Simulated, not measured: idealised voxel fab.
Name of the process module below: voxel gate over fins
The width of the displayed cross-section, cut, is 290 nm; its cells are square, with a size of 5 nm.
This document writes a cross-section as a grid whose cells are square, and gives it as bands, listed from the top down; one or more rows of cells form a band. In this notation a band is specified by the heights of its top and bottom, in that order and in nm, after which its materials appear from left to right, each paired with its width in nm. The word "edge to edge" attached to a single material means that material fills the band from edge to edge; the word "blank" stands for empty space. Note: height 0 marks the level under which the wafer is uniformly one material as received. Lowest band unbounded below, written "z 0 and below". It should be noted that a width expressed as "30 to 40" varies in equal increments from row to row of cells within the band, taking the value of the first number at the top row and that of the second number at the bottom row. "remained the same" after a step means that no cell of the cross-section changed. The list in "Enclosed cavity list" covers empty spaces of 8 cells or more that cannot reach the top through any open way, and it gives each as width x height at distance; the distance is from the left edge, and width, height and distance are in nm. Step line, after settings: the simulator's comment on this step. overlay nm, on a step with a mask: how far to the right of its planned place the mask lay; to the left if negative.

**The process steps that were planned are listed below**
1) RECEIVE: material Si
2) CONFORMAL_DEP: material SiN, thk nm 5
3) PATTERN: tone cover, mask id FINS, material resist, width nm 15, pitch nm 35, thk nm 20, overlay nm 0
4) DIRECTIONAL_ETCH: etch materials SiN, depth nm 5
5) DIRECTIONAL_ETCH: etch materials Si, depth nm 35
6) STRIP: etch materials resist
7) FILL_DEP: material SiO2, thk nm 5
8) CMP: height nm 5
9) SELECTIVE_ETCH: etch materials SiO2, depth nm 20
10) STRIP: etch materials SiN
11) CONFORMAL_DEP: material HfO2, thk nm 5
12) CONFORMAL_DEP: material TiN, thk nm 5
13) CONFORMAL_DEP: material TiAl, thk nm 5
14) CONFORMAL_DEP: material TiN, thk nm 5
15) FILL_DEP: material W, thk nm 10
16) CMP: height nm 25
17) CONFORMAL_DEP: material SiCN, thk nm 5

**What follows covers the first of two wafers; it ran as planned**

**Cross-section of the wafer at receipt, which is the condition after step 1**
> z 0 and below  Si edge to edge
> Enclosed cavity list: none

**The wafer in cross-section once step 2 is complete**
> z 5 to 0  SiN edge to edge
> Below a height of 0, the structure has not been altered.

**The wafer in cross-section once step 3 is complete**
> z 25 to 5  100 of blank | 15 of resist | 20 of blank | 15 of resist | 20 of blank | 15 of resist | 105 of blank
> Below a height of 5, the structure has not been altered.

**The wafer in cross-section once step 4 is complete**
> z 25 to 5  100 of blank | 15 of resist | 20 of blank | 15 of resist | 20 of blank | 15 of resist | 105 of blank
> z 5 to 0  100 of blank | 15 of SiN | 20 of blank | 15 of SiN | 20 of blank | 15 of SiN | 105 of blank
> Below a height of 0, the structure has not been altered.

**The wafer in cross-section once step 5 is complete**
> z 25 to 5  100 of blank | 15 of resist | 20 of blank | 15 of resist | 20 of blank | 15 of resist | 105 of blank
> z 5 to 0  100 of blank | 15 of SiN | 20 of blank | 15 of SiN | 20 of blank | 15 of SiN | 105 of blank
> z 0 to -35  100 of blank | 15 of Si | 20 of blank | 15 of Si | 20 of blank | 15 of Si | 105 of blank
> Below a height of -35, the structure has not been altered.

**The wafer in cross-section once step 6 is complete**
> z 5 to 0  100 of blank | 15 of SiN | 20 of blank | 15 of SiN | 20 of blank | 15 of SiN | 105 of blank
> Below a height of 0, the structure has not been altered.

**The wafer in cross-section once step 7 is complete**
> z 10 to 5  SiO2 edge to edge
> z 5 to 0  100 of SiO2 | 15 of SiN | 20 of SiO2 | 15 of SiN | 20 of SiO2 | 15 of SiN | 105 of SiO2
> z 0 to -35  100 of SiO2 | 15 of Si | 20 of SiO2 | 15 of Si | 20 of SiO2 | 15 of Si | 105 of SiO2
> Below a height of -35, the structure has not been altered.

**The wafer in cross-section once step 8 is complete**
> z 5 to 0  100 of SiO2 | 15 of SiN | 20 of SiO2 | 15 of SiN | 20 of SiO2 | 15 of SiN | 105 of SiO2
> Below a height of 0, the structure has not been altered.

**The wafer in cross-section once step 9 is complete**
> z 5 to 0  100 of blank | 15 of SiN | 20 of blank | 15 of SiN | 20 of blank | 15 of SiN | 105 of blank
> z 0 to -15  100 of blank | 15 of Si | 20 of blank | 15 of Si | 20 of blank | 15 of Si | 105 of blank
> Below a height of -15, the structure has not been altered.

**The wafer in cross-section once step 10 is complete**
> z 0 to -15  100 of blank | 15 of Si | 20 of blank | 15 of Si | 20 of blank | 15 of Si | 105 of blank
> Below a height of -15, the structure has not been altered.

**The wafer in cross-section once step 11 is complete**
> z 5 to 0  95 of blank | 25 of HfO2 | 10 of blank | 25 of HfO2 | 10 of blank | 25 of HfO2 | 100 of blank
> z 0 to -10  95 of blank | 5 of HfO2 | 15 of Si | 5 of HfO2 | 10 of blank | 5 of HfO2 | 15 of Si | 5 of HfO2 | 10 of blank | 5 of HfO2 | 15 of Si | 5 of HfO2 | 100 of blank
> z -10 to -15  100 of HfO2 | 15 of Si | 20 of HfO2 | 15 of Si | 20 of HfO2 | 15 of Si | 105 of HfO2
> Below a height of -15, the structure has not been altered.

**The wafer in cross-section once step 12 is complete**
> z 10 to 5  90 of blank | 105 of TiN | 95 of blank
> z 5 to 0  90 of blank | 5 of TiN | 25 of HfO2 | 10 of TiN | 25 of HfO2 | 10 of TiN | 25 of HfO2 | 5 of TiN | 95 of blank
> z 0 to -5  90 of blank | 5 of TiN | 5 of HfO2 | 15 of Si | 5 of HfO2 | 10 of TiN | 5 of HfO2 | 15 of Si | 5 of HfO2 | 10 of TiN | 5 of HfO2 | 15 of Si | 5 of HfO2 | 5 of TiN | 95 of blank
> z -5 to -10  95 of TiN | 5 of HfO2 | 15 of Si | 5 of HfO2 | 10 of TiN | 5 of HfO2 | 15 of Si | 5 of HfO2 | 10 of TiN | 5 of HfO2 | 15 of Si | 5 of HfO2 | 100 of TiN
> Below a height of -10, the structure has not been altered.

**The wafer in cross-section once step 13 is complete**
> z 15 to 10  85 of blank | 115 of TiAl | 90 of blank
> z 10 to 5  85 of blank | 5 of TiAl | 105 of TiN | 5 of TiAl | 90 of blank
> z 5 to 0  85 of blank | 5 of TiAl | 5 of TiN | 25 of HfO2 | 10 of TiN | 25 of HfO2 | 10 of TiN | 25 of HfO2 | 5 of TiN | 5 of TiAl | 90 of blank
> z 0 to -5  90 of TiAl | 5 of TiN | 5 of HfO2 | 15 of Si | 5 of HfO2 | 10 of TiN | 5 of HfO2 | 15 of Si | 5 of HfO2 | 10 of TiN | 5 of HfO2 | 15 of Si | 5 of HfO2 | 5 of TiN | 95 of TiAl
> Below a height of -5, the structure has not been altered.

**The wafer in cross-section once step 14 is complete**
> z 20 to 15  80 of blank | 125 of TiN | 85 of blank
> z 15 to 10  80 of blank | 5 of TiN | 115 of TiAl | 5 of TiN | 85 of blank
> z 10 to 5  80 of blank | 5 of TiN | 5 of TiAl | 105 of TiN | 5 of TiAl | 5 of TiN | 85 of blank
> z 5 to 0  85 of TiN | 5 of TiAl | 5 of TiN | 25 of HfO2 | 10 of TiN | 25 of HfO2 | 10 of TiN | 25 of HfO2 | 5 of TiN | 5 of TiAl | 90 of TiN
> Below a height of 0, the structure has not been altered.

**The wafer in cross-section once step 15 is complete**
> z 30 to 20  W edge to edge
> z 20 to 15  80 of W | 125 of TiN | 85 of W
> z 15 to 10  80 of W | 5 of TiN | 115 of TiAl | 5 of TiN | 85 of W
> z 10 to 5  80 of W | 5 of TiN | 5 of TiAl | 105 of TiN | 5 of TiAl | 5 of TiN | 85 of W
> Below a height of 5, the structure has not been altered.

**The wafer in cross-section once step 16 is complete**
> z 25 to 20  W edge to edge
> Below a height of 20, the structure has not been altered.

**The wafer in cross-section once step 17 is complete**
> z 30 to 25  SiCN edge to edge
> Below a height of 25, the structure has not been altered.

**Second wafer, same starting state and plan as the first, one mistake in the run, identical through step 10**

**Second wafer, cross-section, planned end of step 11**
> z 5 to 0  95 of blank | 25 of TiN | 10 of blank | 25 of TiN | 10 of blank | 25 of TiN | 100 of blank
> z 0 to -10  95 of blank | 5 of TiN | 15 of Si | 5 of TiN | 10 of blank | 5 of TiN | 15 of Si | 5 of TiN | 10 of blank | 5 of TiN | 15 of Si | 5 of TiN | 100 of blank
> z -10 to -15  100 of TiN | 15 of Si | 20 of TiN | 15 of Si | 20 of TiN | 15 of Si | 105 of TiN
> Below a height of -15, the structure has not been altered.

**Second wafer, cross-section, planned end of step 12**
> z 10 to 5  90 of blank | 105 of HfO2 | 95 of blank
> z 5 to 0  90 of blank | 5 of HfO2 | 25 of TiN | 10 of HfO2 | 25 of TiN | 10 of HfO2 | 25 of TiN | 5 of HfO2 | 95 of blank
> z 0 to -5  90 of blank | 5 of HfO2 | 5 of TiN | 15 of Si | 5 of TiN | 10 of HfO2 | 5 of TiN | 15 of Si | 5 of TiN | 10 of HfO2 | 5 of TiN | 15 of Si | 5 of TiN | 5 of HfO2 | 95 of blank
> z -5 to -10  95 of HfO2 | 5 of TiN | 15 of Si | 5 of TiN | 10 of HfO2 | 5 of TiN | 15 of Si | 5 of TiN | 10 of HfO2 | 5 of TiN | 15 of Si | 5 of TiN | 100 of HfO2
> Below a height of -10, the structure has not been altered.

**Second wafer, cross-section, planned end of step 13**
> z 15 to 10  85 of blank | 115 of TiAl | 90 of blank
> z 10 to 5  85 of blank | 5 of TiAl | 105 of HfO2 | 5 of TiAl | 90 of blank
> z 5 to 0  85 of blank | 5 of TiAl | 5 of HfO2 | 25 of TiN | 10 of HfO2 | 25 of TiN | 10 of HfO2 | 25 of TiN | 5 of HfO2 | 5 of TiAl | 90 of blank
> z 0 to -5  90 of TiAl | 5 of HfO2 | 5 of TiN | 15 of Si | 5 of TiN | 10 of HfO2 | 5 of TiN | 15 of Si | 5 of TiN | 10 of HfO2 | 5 of TiN | 15 of Si | 5 of TiN | 5 of HfO2 | 95 of TiAl
> Below a height of -5, the structure has not been altered.

**Second wafer, cross-section, planned end of step 14**
> z 20 to 15  80 of blank | 125 of TiN | 85 of blank
> z 15 to 10  80 of blank | 5 of TiN | 115 of TiAl | 5 of TiN | 85 of blank
> z 10 to 5  80 of blank | 5 of TiN | 5 of TiAl | 105 of HfO2 | 5 of TiAl | 5 of TiN | 85 of blank
> z 5 to 0  85 of TiN | 5 of TiAl | 5 of HfO2 | 25 of TiN | 10 of HfO2 | 25 of TiN | 10 of HfO2 | 25 of TiN | 5 of HfO2 | 5 of TiAl | 90 of TiN
> Below a height of 0, the structure has not been altered.

**Second wafer, cross-section, planned end of step 15**
> z 30 to 20  W edge to edge
> z 20 to 15  80 of W | 125 of TiN | 85 of W
> z 15 to 10  80 of W | 5 of TiN | 115 of TiAl | 5 of TiN | 85 of W
> z 10 to 5  80 of W | 5 of TiN | 5 of TiAl | 105 of HfO2 | 5 of TiAl | 5 of TiN | 85 of W
> Below a height of 5, the structure has not been altered.

**Second wafer, cross-section, planned end of step 16**
> z 25 to 20  W edge to edge
> Below a height of 20, the structure has not been altered.

**Second wafer, cross-section, planned end of step 17**
> z 30 to 25  SiCN edge to edge
> Below a height of 25, the structure has not been altered.
Against the plan, the run slipped here: plan vs actual: 11 and 12 interchanged
End check, second vs first wafer: material counts in cells match, positions do not.
